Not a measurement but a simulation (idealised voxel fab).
The document below concerns the process module designated voxel fin reveal.
Cross-section cut spans 270 nm and uses square cells 5 nm in size.
In this document a cross-section is written as a grid of square cells. It is given as a series of bands, listed from the top down, and a band is one or more rows of cells. Look at the band entry: it leads with the top's height and the bottom's height in nm. Then it lists the materials left to right, with a width in nm for each. The word "all across" on a single material says that material fills the band edge to edge. The word "blank" is empty space. Height 0 is the level under which the wafer as received is all one material. The lowest band goes on downwards, as in "0..down". Width spec "30 to 40" -> top row of cells at first value, bottom row at second value, equal per-row change in between. When a step is marked "no alteration", none of the cells in the cross-section changed during that step. Reported under the label "Sealed cavities" are the empty spaces having no open way to the top and comprising 8 cells or more; the notation for each is width x height at distance, in which the distance is measured from the left edge and all three values are in nm. Note: text after step settings on the step line = simulator remark on that step. overlay nm: mask right of planned place by this much (step with mask). Neg. = left.

Process steps (planned):
1,RECEIVE [material Si]
2,CONFORMAL_DEP [material SiN] [thk nm 5]
3,PATTERN [tone cover] [mask id FINS] [material resist] [width nm 15] [pitch nm 40] [thk nm 15] [overlay nm 0]
4,DIRECTIONAL_ETCH [etch materials SiN] [depth nm 5]
5,DIRECTIONAL_ETCH [etch materials Si] [depth nm 40]
6,STRIP [etch materials resist]
7,OXIDIZE [depth nm 5]
8,FILL_DEP [material SiO2] [thk nm 10]
9,CMP [height nm 5]
10,SELECTIVE_ETCH [etch materials SiO2] [depth nm 30]
11,STRIP [etch materials SiN]

Cross-section of the wafer upon arrival, representing the state reached after step 1:
* 0..down: Si all across
* Sealed cavities: none

Cross-section, end of module. Start: as above. Plan: as above. Execution: one mistake:
* 5..0: blank=65, then SiN=15, then blank=25, then SiN=15, then blank=25, then SiN=15, then blank=25, then SiN=15, then blank=70
* 0..-25: blank=70, then Si=5, then blank=35, then Si=5, then blank=35, then Si=5, then blank=35, then Si=5, then blank=75
* -25..-45: SiO2=70, then Si=5, then SiO2=35, then Si=5, then SiO2=35, then Si=5, then SiO2=35, then Si=5, then SiO2=75
* -45..down: Si all across
* Sealed cavities: none
Where did the run depart from the plan? step 11 of the plan was excluded from execution and never run
